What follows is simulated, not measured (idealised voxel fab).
A process module follows: voxel released beams.
Xsec cut, 280 nm wide, square cell size 5 nm.
Cross-section = grid of square cells, listed top down in bands; band = one or more rows. What a band's entry tells you: where the top is and where the bottom is, as heights in nm, and after that what lies inside, material by material from left to right, each with its width in nm. Empty space is written as the word "air", and a single material marked with the word "full width" occupies the band from edge to edge. Heads up on the height convention: 0 is the point under which the incoming wafer is all one material, and the lowest band has no bottom, it just keeps going down, like "0 nm and below". A two-number width, for instance "30 to 40", indicates that the width is equal to the first number in the top row of the band and to the second number in the bottom row, and that it changes by a constant amount per row of cells. Any step labelled "no alteration" changed none of the cells in the cross-section. "Cavities, sealed" - sealed voids, min. 8 cells, no opening to top; format: width x height at distance (distance from left edge; nm throughout). Step line, after settings: the simulator's comment on this step. Among the settings permitted on a step's line is "overlay nm"; applied to a step with a mask, it specifies the extent to which the mask lay to the right of its planned position, whereas a negative figure signifies a position to the left.
THESE ARE THE STEPS WE PLANNED FOR THE PROCESS
| 1 | RECEIVE,material Si |
| 2 | CONFORMAL_DEP,material SiN,thk nm 5 |
| 3 | DIRECTIONAL_DEP,material SiO2,thk nm 20 |
| 4 | PATTERN,tone open,mask id ANCHOR,material resist,width nm 20,thk nm 15,overlay nm 0 |
| 5 | DIRECTIONAL_ETCH,etch materials SiO2,depth nm 20 |
| 6 | STRIP,etch materials resist |
| 7 | CONFORMAL_DEP,material TiN,thk nm 10 |
| 8 | DIRECTIONAL_DEP,material aC,thk nm 10 |
| 9 | PATTERN,tone cover,mask id BEAM,material resist,width nm 105,thk nm 30,overlay nm 0 |
| 10 | DIRECTIONAL_ETCH,etch materials aC,depth nm 10 |
| 11 | STRIP,etch materials resist |
| 12 | DIRECTIONAL_ETCH,etch materials TiN,depth nm 10 |
| 13 | STRIP,etch materials aC |
| 14 | STRIP,etch materials SiO2 |
Every wafer here starts from the same state; it is the step 4 width nm that distinguishes them, and the value the plan gives belongs to the first wafer.
SO THIS IS THE FIRST OF SEVERAL WAFERS, CROSS-SECTIONED AS IT CAME TO US, MEANING IT'S AT THE END OF STEP 1
* 0 nm and below: Si full width
* Cavities, sealed: none
TAKE ANY ROW AND YOU HAVE A WAFER AT THE END OF THE MODULE: HOW MANY CELLS OF EACH MATERIAL IT HAS GAINED (+) OR LOST (-) SINCE IT WAS RECEIVED, AND THEN ITS CLOSED VOIDS
width nm 20 | +56 SiN | +58 TiN | Cavities, sealed: none
width nm 25 | +56 SiN | +58 TiN | Cavities, sealed: none
width nm 30 | +56 SiN | +58 TiN | Cavities, sealed: none
width nm 35 | +56 SiN | +58 TiN | Cavities, sealed: none
width nm 40 | +56 SiN | +58 TiN | Cavities, sealed: none
width nm 45 | +56 SiN | +58 TiN | Cavities, sealed: none
